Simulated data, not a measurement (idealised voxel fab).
The name of this process module is voxel local oxidation.
The width of the displayed cross-section, cut, is 220 nm; its cells are square, with a size of 5 nm.
In this document a cross-section is written as a grid of square cells. It is given as a series of bands, listed from the top down, and a band is one or more rows of cells. Per band: top height and bottom height in nm, followed by the left-to-right materials and their widths in nm; "edge to edge" marks a single material spanning edge to edge, "blank" marks empty space. The level at which height equals 0 is the one under which the wafer, as it arrives, is entirely one material. No lower edge exists for the bottom band, which continues downward and is notated as in "from 0 down". The expression "30 to 40" gives the width at the extremes of the band, the first number at its top row of cells and the second at its bottom row, with the width changing by equal amounts from each row to the next in between. Take "no change occurred" at face value: in the step it is given for, the cross-section changed in none of its cells. "Listed closed voids" - sealed voids, min. 8 cells, no opening to top; format: width x height at distance (distance from left edge; nm throughout). If you see something after the settings on a step's line, that's the simulator's own remark about that step. The setting "overlay nm" may be written on the line of a step. When the step uses a mask, the value reports how far to the right of the planned place the mask lay, and a negative value reports that it lay to the left.

plan
1 op RECEIVE | material Si
2 op OXIDIZE | depth nm 5
3 op CONFORMAL_DEP | material SiN | thk nm 10
4 op DIRECTIONAL_DEP | material aC | thk nm 10
5 op PATTERN | tone cover | mask id ACTIVE | material resist | width nm 115 | thk nm 25 | overlay nm 0
6 op DIRECTIONAL_ETCH | etch materials aC | depth nm 10
7 op STRIP | etch materials resist
8 op DIRECTIONAL_ETCH | etch materials SiN | depth nm 10
9 op STRIP | etch materials aC
10 op SELECTIVE_ETCH | etch materials SiO2 | depth nm 5
11 op OXIDIZE | depth nm 15
12 op STRIP | etch materials SiN

So this is the incoming wafer in cross-section - it's already been through step 1
* from 0 down | Si edge to edge
* Listed closed voids: none

Wafer cross-section at module end: first of two, run to plan
* from 0 to -5 | 55 blank  105 SiO2  60 blank
* from -5 to -20 | 70 SiO2  75 Si  75 SiO2
* from -20 down | Si edge to edge
* Listed closed voids: none

End-of-module cross-section of the second wafer: identical starting point and process plan to the first, with one processing mistake
* from 0 to -5 | 55 blank  105 SiO2  60 blank
* from -5 to -10 | 60 SiO2  95 Si  65 SiO2
* from -10 down | Si edge to edge
* Listed closed voids: none
In executing the process, a mistake was made relative to the plan: for step 11, the planned setting was not used; the step was instead run as op OXIDIZE | depth nm 5
Looking at both finished wafers in cells, the second ends up ahead of or behind the first on some materials: Si: 62 more; SiO2: 62 fewer
